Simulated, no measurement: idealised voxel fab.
process module | voxel spacer lines
It is cross-section cut that appears here, measuring 155 nm in width, its square cells being 5 nm in size.
A cross-section in this document is a grid of square cells, and it is written down as bands, the top band listed before the ones below it; a band is made up of one or more rows of cells.
Top height, bottom height, nm. Materials left to right, width each, nm. Single material + "everywhere" = fills band edge to edge. "blank" = empty.
Convention: height 0 is the level below which the wafer, as received, is all one material. The lowest band does not terminate at the bottom but continues downward, represented as "top 0, no bottom".
Top row gets the first number, bottom row gets the second, and each row in between changes by the same step: that is how a band width like "30 to 40" works.
When a step is marked "no modification", none of the cells in the cross-section changed during that step.
In "Unvented internal voids" the enclosed voids are listed, meaning empty spaces of 8 cells or larger without any opening to the top. The form is width x height at distance, distance from the left edge, units nm.
On each step's line, the part that comes after the settings is the simulator's own comment on the step.
"overlay nm" denotes, for a step that has a mask, the displacement of the mask to the right of its planned place, with negative values corresponding to the left.
SO HERE'S THE LINEUP OF PROCESS STEPS WE PLANNED
| 1 | RECEIVE with material Si |
| 2 | CONFORMAL_DEP with material Al2O3, thk nm 10 |
| 3 | DIRECTIONAL_DEP with material SiN, thk nm 20 |
| 4 | DIRECTIONAL_DEP with material aC, thk nm 25 |
| 5 | PATTERN with tone cover, mask id MANDREL, material resist, width nm 20, pitch nm 60, thk nm 30, overlay nm 0 |
| 6 | DIRECTIONAL_ETCH with etch materials aC, depth nm 25 |
| 7 | STRIP with etch materials resist |
| 8 | CONFORMAL_DEP with material SiO2, thk nm 10 |
| 9 | DIRECTIONAL_ETCH with etch materials SiO2, depth nm 10 |
| 10 | STRIP with etch materials aC |
| 11 | DIRECTIONAL_ETCH with etch materials SiN, depth nm 20 |
| 12 | STRIP with etch materials SiO2 |
HERE'S WHAT THE WAFER LOOKED LIKE IN CROSS-SECTION WHEN IT ARRIVED - THAT'S AFTER STEP 1
> top 0, no bottom = Si everywhere
> Unvented internal voids: none
WAFER CROSS-SECTION AT MODULE END: FIRST OF TWO, RUN TO PLAN
> top 30, bottom 10 = 25 of blank, then 10 of SiN, then 20 of blank, then 10 of SiN, then 20 of blank, then 10 of SiN, then 20 of blank, then 10 of SiN, then 30 of blank
> top 10, bottom 0 = Al2O3 everywhere
> top 0, no bottom = Si everywhere
> Unvented internal voids: none
CROSS-SECTION, SECOND WAFER: SAME START AS THE FIRST, SAME PLAN AS THE FIRST, ONE MISTAKE IN RUNNING IT; TAKEN AT THE END OF THE MODULE
> top 20, bottom 0 = 25 of blank, then 10 of SiN, then 20 of blank, then 10 of SiN, then 20 of blank, then 10 of SiN, then 20 of blank, then 10 of SiN, then 30 of blank
> top 0, no bottom = Si everywhere
> Unvented internal voids: none
what went wrong: plan step 2 skipped
At the finish, the second wafer shows more or fewer cells for some materials than the first does: Al2O3 -62
